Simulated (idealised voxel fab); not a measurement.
Proc. module: voxel released beams
Square cells of 5 nm make up the cross-section cut, whose width is 165 nm.
Cross-sections here: square-cell grids, written as top-down lists of bands, a band being one or more rows of cells. Per band: top height and bottom height in nm, followed by the left-to-right materials and their widths in nm; "full width" marks a single material spanning edge to edge, "empty" marks empty space. For the purposes of this specification, 0 denotes the height below which the wafer in its as-received condition is composed wholly of one material, and the lowermost band, lacking a lower limit, extends downward without end, as expressed in "0 and below". The width entry "30->40" should be interpreted row by row: the top row of cells in the band takes the first number, the bottom row takes the second number, and the change between adjacent rows is uniform throughout. Key: "nothing got changed" - step with no changed cell in the cross-section. Under "Non-vented voids" you'll find the enclosed gaps, the ones with no way out to the top, that are 8 cells or bigger; each reads width x height at distance, with distance counted from the left edge, everything in nm. What comes after the settings on a step's line is commentary from the simulator itself on that step. overlay nm: step with mask; distance mask lay right of planned place; negative value = left of planned place.

The planned process steps are enumerated hereunder
1,RECEIVE,material Si
2,CONFORMAL_DEP,material SiN,thk nm 10
3,DIRECTIONAL_DEP,material SiO2,thk nm 20
4,PATTERN,tone open,mask id ANCHOR,material resist,width nm 30,thk nm 20,overlay nm 0
5,DIRECTIONAL_ETCH,etch materials SiO2,depth nm 20
6,STRIP,etch materials resist
7,CONFORMAL_DEP,material TiN,thk nm 10
8,MASKED_ETCH,tone cover,mask id BEAM,width nm 115,etch materials TiN,depth nm 10,overlay nm 0
9,STRIP,etch materials SiO2

Cross-section of the wafer upon arrival, representing the state reached after step 1
- 0 and below = Si full width
- Non-vented voids: none

Module complete - cross-section of the first of two wafers, run according to plan
- 40 down to 30 = 20 nm empty  15 nm TiN  10 nm empty  90 nm TiN  30 nm empty
- 30 down to 20 = 25 nm empty  10 nm TiN  10 nm empty  10 nm TiN  110 nm empty
- 20 down to 10 = 25 nm empty  30 nm TiN  110 nm empty
- 10 down to 0 = SiN full width
- 0 and below = Si full width
- Non-vented voids: none

Now the second wafer, cross-sectioned at the end of the module. Nothing different at the start, nothing different in the plan compared with the first, just one mistake when it was actually run
- 40 down to 35 = 20 nm empty  15 nm TiN  10 nm empty  90 nm TiN  30 nm empty
- 35 down to 30 = 35 nm TiN  10 nm empty  120 nm TiN
- 30 down to 20 = 25 nm SiO2  10 nm TiN  10 nm empty  10 nm TiN  110 nm SiO2
- 20 down to 10 = 25 nm SiO2  30 nm TiN  110 nm SiO2
- 10 down to 0 = SiN full width
- 0 and below = Si full width
- Non-vented voids: none
Nonconformance to the process plan: step 8, actual vs plan mismatch, actual run MASKED_ETCH,tone cover,mask id BEAM,width nm 115,etch materials TiN,depth nm 5,overlay nm 0
Bottom line after processing is that, in cells, the second wafer is up or down on some materials versus the first: SiO2 +108 | TiN +10
